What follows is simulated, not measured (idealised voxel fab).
You're looking at the process module voxel wiring stack.
For reference, the cross-section in this document is cut, with width 205 nm and square cells of 5 nm.
In what follows, cross-sections appear as grids of square cells, described through bands that run from the top down, where every band is one or more rows of cells. This entry defines a band. It first specifies the height of the band's top and the height of its bottom in nm, and then specifies the band's materials from left to right, stating each material with its width in nm. The word "everywhere" identifies a single material that fills the band from edge to edge, while the word "empty" identifies empty space. Below 0: as-received wafer, all one material; heights counted from there. Lowest band: no bottom, goes on down, written "0 -> down". You'd read "30..40" like this: the band's top row of cells is as wide as the first number, its bottom row is as wide as the second, and going down, every row changes width by the same amount as the row before did. "nothing got changed" (step): cross-section cells unchanged, all of them. This entry, "Encapsulated voids", enumerates those empty regions of no fewer than 8 cells that possess no open connection to the top. Each region is reported in the form width x height at distance, the distance being taken from the left edge, with all three quantities expressed in nm. Whatever follows a step's settings on its line is a remark the simulator itself makes about that step. overlay nm: how far to the right of its planned place the mask lay on this masked step (negative: to the left).
-- Planned step list for the process
step 1: RECEIVE | material Si
step 2: CONFORMAL_DEP | material SiO2 | thk nm 15
step 3: CONFORMAL_DEP | material SiCN | thk nm 5
step 4: DIRECTIONAL_DEP | material SiO2 | thk nm 25
step 5: PATTERN | tone open | mask id METAL_1 | material resist | width nm 30 | pitch nm 45 | thk nm 15 | overlay nm 0
step 6: DIRECTIONAL_ETCH | etch materials SiO2 | depth nm 25
step 7: DIRECTIONAL_ETCH | etch materials SiCN | depth nm 5
step 8: STRIP | etch materials resist
step 9: CONFORMAL_DEP | material TiN | thk nm 5
step 10: FILL_DEP | material Ru | thk nm 10
step 11: CMP | height nm 45
step 12: CONFORMAL_DEP | material SiCN | thk nm 5
step 13: DIRECTIONAL_DEP | material lowk | thk nm 15
step 14: DIRECTIONAL_DEP | material aC | thk nm 10
step 15: PATTERN | tone open | mask id PLUG_1 | material resist | width nm 15 | pitch nm 45 | thk nm 25 | overlay nm 0
step 16: DIRECTIONAL_ETCH | etch materials aC | depth nm 10
step 17: STRIP | etch materials resist
step 18: DIRECTIONAL_ETCH | etch materials lowk | depth nm 15
step 19: DIRECTIONAL_ETCH | etch materials SiCN | depth nm 5
step 20: STRIP | etch materials aC
step 21: EPI | material Ru | thk nm 10
step 22: EPI | material Ru | thk nm 10
step 23: DIRECTIONAL_DEP | material TiN | thk nm 5
step 24: DIRECTIONAL_DEP | material W | thk nm 15
step 25: DIRECTIONAL_DEP | material aC | thk nm 15
step 26: PATTERN | tone cover | mask id METAL_2 | material resist | width nm 30 | pitch nm 45 | thk nm 30 | overlay nm 0
step 27: DIRECTIONAL_ETCH | etch materials aC | depth nm 15
step 28: STRIP | etch materials resist
step 29: DIRECTIONAL_ETCH | etch materials W | depth nm 15
step 30: DIRECTIONAL_ETCH | etch materials TiN | depth nm 5
step 31: STRIP | etch materials aC
step 32: FILL_DEP | material SiO2 | thk nm 5
step 33: CMP | height nm 85
step 34: CONFORMAL_DEP | material SiCN | thk nm 5
step 35: DIRECTIONAL_DEP | material lowk | thk nm 30
step 36: PATTERN | tone open | mask id METAL_3 | material resist | width nm 30 | pitch nm 45 | thk nm 15 | overlay nm 0
step 37: DIRECTIONAL_ETCH | etch materials lowk | depth nm 15
step 38: STRIP | etch materials resist
step 39: MASKED_ETCH | tone open | mask id METAL_3_HOLES | width nm 15 | etch materials lowk | depth nm 15 | overlay nm 0
step 40: MASKED_ETCH | tone open | mask id METAL_3_HOLES | width nm 15 | etch materials SiCN | depth nm 5 | overlay nm 0
step 41: CONFORMAL_DEP | material TiN | thk nm 5
step 42: FILL_DEP | material Cu | thk nm 10
step 43: CMP | height nm 120
step 44: CONFORMAL_DEP | material SiCN | thk nm 5
step 45: DIRECTIONAL_DEP | material lowk | thk nm 30
step 46: DIRECTIONAL_DEP | material aC | thk nm 10
step 47: PATTERN | tone open | mask id METAL_4 | material resist | width nm 30 | pitch nm 45 | thk nm 30 | overlay nm 0
step 48: DIRECTIONAL_ETCH | etch materials aC | depth nm 10
step 49: STRIP | etch materials resist
step 50: DIRECTIONAL_ETCH | etch materials lowk | depth nm 15
step 51: STRIP | etch materials aC
step 52: DIRECTIONAL_DEP | material aC | thk nm 10
step 53: PATTERN | tone open | mask id METAL_4_HOLES | material resist | width nm 15 | thk nm 30 | overlay nm 0
step 54: DIRECTIONAL_ETCH | etch materials aC | depth nm 10
step 55: STRIP | etch materials resist
step 56: DIRECTIONAL_ETCH | etch materials lowk | depth nm 15
step 57: DIRECTIONAL_ETCH | etch materials SiCN | depth nm 5
step 58: STRIP | etch materials aC
step 59: CONFORMAL_DEP | material TiN | thk nm 5
step 60: FILL_DEP | material Cu | thk nm 10
step 61: CMP | height nm 155
step 62: CONFORMAL_DEP | material SiCN | thk nm 5
-- Cross-section of the wafer upon arrival, representing the state reached after step 1
> 0 -> down = Si everywhere
> Encapsulated voids: none
-- This is how the wafer looks in cross-section once the module is done, given the starting state and plan above and one mistake in carrying the plan out
> 160 -> 155 = SiCN everywhere
> 155 -> 145 = lowk 65 | TiN 5 | Cu 20 | TiN 5 | lowk 15 | TiN 5 | Cu 20 | TiN 5 | lowk 65
> 145 -> 140 = lowk 65 | TiN 5 | Cu 5 | TiN 20 | lowk 15 | TiN 30 | lowk 65
> 140 -> 125 = lowk 65 | TiN 5 | Cu 5 | TiN 5 | lowk 125
> 125 -> 120 = SiCN 65 | TiN 15 | SiCN 125
> 120 -> 110 = lowk 65 | TiN 5 | Cu 20 | TiN 5 | lowk 15 | TiN 5 | Cu 20 | TiN 5 | lowk 65
> 110 -> 105 = lowk 65 | TiN 5 | Cu 5 | TiN 20 | lowk 15 | TiN 30 | lowk 65
> 105 -> 90 = lowk 65 | TiN 5 | Cu 5 | TiN 5 | lowk 125
> 90 -> 85 = SiCN 65 | TiN 15 | SiCN 125
> 85 -> 70 = SiO2 65 | W 30 | SiO2 15 | W 30 | SiO2 65
> 70 -> 65 = SiO2 65 | TiN 30 | SiO2 15 | TiN 30 | SiO2 65
> 65 -> 50 = lowk 65 | Ru 15 | lowk 30 | Ru 15 | lowk 80
> 50 -> 45 = SiCN 65 | Ru 15 | SiCN 30 | Ru 15 | SiCN 80
> 45 -> 20 = SiO2 60 | TiN 5 | Ru 20 | TiN 5 | SiO2 15 | TiN 5 | Ru 20 | TiN 5 | SiO2 70
> 20 -> 15 = SiCN 60 | TiN 30 | SiCN 15 | TiN 30 | SiCN 70
> 15 -> 0 = SiO2 everywhere
> 0 -> down = Si everywhere
> Encapsulated voids: none
What was done differently from what was planned? contrary to plan, step 5 was performed as PATTERN | tone open | mask id METAL_1 | material resist | width nm 30 | pitch nm 45 | thk nm 15 | overlay nm -5
